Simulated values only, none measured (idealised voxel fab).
Herein follows the process module entitled voxel plated lines.
Square cell edge 5 nm, section width 160 nm, ID cut.
Format of a cross-section: grid, square cells. Given as bands. Order: top down. Band: one or more rows of cells.
Each band's line starts with the height of the band's top and of its bottom, in nm. Then come its materials from left to right, each with its width in nm. One material with "all across" fills the band from edge to edge. "empty" is empty space.
Note: height 0 marks the level under which the wafer is uniformly one material as received. Lowest band unbounded below, written "0 down".
A width such as "30->40" changes by the same amount from each row of cells to the next, from the band's top row to its bottom row.
Take "no change" at face value: in the step it is given for, the cross-section changed in none of its cells.
"Enclosed internal cavities" enumerates empty spaces isolated from the top, with no open way to it, that contain at least 8 cells, giving each as width x height at distance from the left edge, all three in nm.
Past the settings on a step's line: simulator remark, on that step.
A step's line can hold "overlay nm"; with a mask on that step, the setting says how far right of the planned place the mask lay, while a negative setting says it lay to the left.

-- Here's what the planned process steps look like
step 1: RECEIVE (material Si)
step 2: CONFORMAL_DEP (material SiO2; thk nm 5)
step 3: DIRECTIONAL_DEP (material TiN; thk nm 5)
step 4: PATTERN (tone open; mask id LINES; material resist; width nm 15; pitch nm 30; thk nm 25; overlay nm 0)
step 5: EPI (material Ru; thk nm 5)
step 6: EPI (material Ru; thk nm 5)
step 7: STRIP (etch materials resist)
step 8: DIRECTIONAL_ETCH (etch materials TiN; depth nm 5)
step 9: CONFORMAL_DEP (material SiO2; thk nm 5)

-- Incoming wafer in cross-section (state: after step 1)
    0 down | Si all across
    Enclosed internal cavities: none

-- First of two wafers at the end of the module, shown in cross-section; run carried out as planned
    25 to 20 | empty (50)  SiO2 (25)  empty (5)  SiO2 (25)  empty (55)
    20 to 10 | empty (50)  SiO2 (5)  Ru (15)  SiO2 (5)  empty (5)  SiO2 (5)  Ru (15)  SiO2 (5)  empty (55)
    10 to 5 | SiO2 (55)  TiN (15)  SiO2 (15)  TiN (15)  SiO2 (60)
    5 to 0 | SiO2 all across
    0 down | Si all across
    Enclosed internal cavities: none

-- Cross-sectional view of the second of two wafers upon completion of the module. This wafer shared its starting condition and process plan with the first; one error was made during its execution
    15 to 5 | SiO2 all across
    5 to 0 | TiN all across
    0 down | Si all across
    Enclosed internal cavities: none
Finding, execution versus plan: a sequencing error occurred in which plan steps 2 and 3 were transposed
Looking at both finished wafers in cells, the second ends up ahead of or behind the first on some materials: Ru: 12 fewer; SiO2: 12 fewer; TiN: 26 more
